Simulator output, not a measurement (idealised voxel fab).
process module | voxel ribs on slabs
cross-section cut | 185 nm wide | cells 5 nm
A cross-section is a grid of square cells, given in bands from the top down. A band is one or more rows of cells.
Each band's line starts with the height of the band's top and of its bottom, in nm. Then come its materials from left to right, each with its width in nm. One material with "throughout" fills the band from edge to edge. "air" is empty space.
Height 0 is the level under which the wafer as received is all one material. The lowest band goes on downwards, as in "0 down".
A width such as "30 to 40" changes by the same amount from each row of cells to the next, from the band's top row to its bottom row.
"no change" after a step means that no cell of the cross-section changed.
closed voids: empty space of 8 cells or more with no open way to the top, each as width x height at its distance from the left edge, in nm
after a step's settings: what the simulator itself notes on the step
overlay nm, on a step with a mask: how far to the right of its planned place the mask lay; to the left if negative
plan
1 op RECEIVE | material Si
2 op DIRECTIONAL_DEP | material SiO2 | thk nm 25
3 op DIRECTIONAL_DEP | material SiN | thk nm 15
4 op PATTERN | tone cover | mask id RIB | material resist | width nm 30 | thk nm 15 | overlay nm 0
5 op DIRECTIONAL_ETCH | etch materials SiN | depth nm 5
6 op STRIP | etch materials resist
7 op DIRECTIONAL_DEP | material aC | thk nm 10
8 op PATTERN | tone cover | mask id SLAB | material resist | width nm 60 | thk nm 25 | overlay nm 0
9 op DIRECTIONAL_ETCH | etch materials aC | depth nm 10
10 op STRIP | etch materials resist
11 op DIRECTIONAL_ETCH | etch materials SiN | depth nm 10
12 op STRIP | etch materials aC
13 op FILL_DEP | material SiO2 | thk nm 25
14 op CMP | height nm 60
15 op DIRECTIONAL_DEP | material W | thk nm 5
16 op PATTERN | tone cover | mask id HEATER | material resist | width nm 40 | thk nm 15 | overlay nm 0
17 op DIRECTIONAL_ETCH | etch materials W | depth nm 5
18 op STRIP | etch materials resist
19 op CONFORMAL_DEP | material SiN | thk nm 10
as received, after step 1
  0 down: Si throughout
  closed voids: none
first wafer at the end, as planned
  75 to 70: air 60 | SiN 60 | air 65
  70 to 65: SiN throughout
  65 to 60: SiN 70 | W 40 | SiN 75
  60 to 40: SiO2 throughout
  40 to 35: SiO2 75 | SiN 30 | SiO2 80
  35 to 25: SiO2 60 | SiN 60 | SiO2 65
  25 to 0: SiO2 throughout
  0 down: Si throughout
  closed voids: none
second wafer at the end: like start, like plan, one mistake
  65 to 60: air 70 | W 40 | air 75
  60 to 40: SiO2 throughout
  40 to 35: SiO2 75 | SiN 30 | SiO2 80
  35 to 25: SiO2 60 | SiN 60 | SiO2 65
  25 to 0: SiO2 throughout
  0 down: Si throughout
  closed voids: none
what went wrong: step 19 was left out
at the end the second wafer has, in cells: 78 fewer of SiN
